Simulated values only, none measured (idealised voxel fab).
voxel gate over fins: a process module
Square cell edge 5 nm, section width 295 nm, ID cut.
We lay out every cross-section as a grid of square cells and spell it out in bands from the top down, where one band means one or more rows of cells. Basically the band line says how high the top is and how high the bottom is, in nm, and then what's in it from left to right, every material with its width in nm. Empty space shows up as "air", and if a single material carries "all across" it runs the full band edge to edge. The level at which height equals 0 is the one under which the wafer, as it arrives, is entirely one material. No lower edge exists for the bottom band, which continues downward and is notated as in "0 and below". When a width is written as two numbers, as in "30->40", the first number is the width in the top row of cells of the band and the second is the width in its bottom row, and the width changes by the same amount from each row to the next. "no change", as given for a step, is the statement that not any cell of the cross-section underwent a change during that step. "Enclosed void list": empty spaces of 8 cells or more with no open way to the top, each given as width x height at distance, distance from the left edge, all in nm. after a step's settings: what the simulator itself notes on the step. Among the settings permitted on a step's line is "overlay nm"; applied to a step with a mask, it specifies the extent to which the mask lay to the right of its planned position, whereas a negative figure signifies a position to the left.

Process steps (planned):
step 1: RECEIVE | material Si
step 2: CONFORMAL_DEP | material SiN | thk nm 5
step 3: MASKED_ETCH | tone cover | mask id FINS | width nm 15 | pitch nm 45 | etch materials SiN | depth nm 5 | overlay nm 0
step 4: MASKED_ETCH | tone cover | mask id FINS | width nm 15 | pitch nm 45 | etch materials Si | depth nm 35 | overlay nm 0
step 5: FILL_DEP | material SiO2 | thk nm 15
step 6: CMP | height nm 5
step 7: SELECTIVE_ETCH | etch materials SiO2 | depth nm 20
step 8: STRIP | etch materials SiN
step 9: CONFORMAL_DEP | material HfO2 | thk nm 5
step 10: CONFORMAL_DEP | material TiN | thk nm 5
step 11: CONFORMAL_DEP | material TiAl | thk nm 5
step 12: CONFORMAL_DEP | material TiN | thk nm 5
step 13: FILL_DEP | material W | thk nm 10
step 14: CMP | height nm 25
step 15: CONFORMAL_DEP | material SiN | thk nm 5

Cross-section of the incoming wafer, state after step 1:
	0 and below  Si all across
	Enclosed void list: none

End-of-module cross-section. Starting structure and process plan as above; one mistake made in running it:
	30 down to 25  SiN all across
	25 down to 20  W 40 nm | TiN 5 nm | TiAl 200 nm | TiN 5 nm | W 45 nm
	20 down to 15  W 40 nm | TiN 5 nm | TiAl 5 nm | TiN 190 nm | TiAl 5 nm | TiN 5 nm | W 45 nm
	15 down to 10  TiN 45 nm | TiAl 5 nm | TiN 5 nm | HfO2 180 nm | TiN 5 nm | TiAl 5 nm | TiN 50 nm
	10 down to 5  TiAl 50 nm | TiN 5 nm | HfO2 180 nm | TiN 5 nm | TiAl 55 nm
	5 down to 0  TiN 55 nm | HfO2 180 nm | TiN 60 nm
	0 down to -15  HfO2 70 nm | Si 15 nm | HfO2 30 nm | Si 15 nm | HfO2 30 nm | Si 15 nm | HfO2 30 nm | Si 15 nm | HfO2 75 nm
	-15 down to -35  SiO2 70 nm | Si 15 nm | SiO2 30 nm | Si 15 nm | SiO2 30 nm | Si 15 nm | SiO2 30 nm | Si 15 nm | SiO2 75 nm
	-35 and below  Si all across
	Enclosed void list: none
Diagnosis: off-plan run, step 9, actual operation and settings CONFORMAL_DEP | material HfO2 | thk nm 15
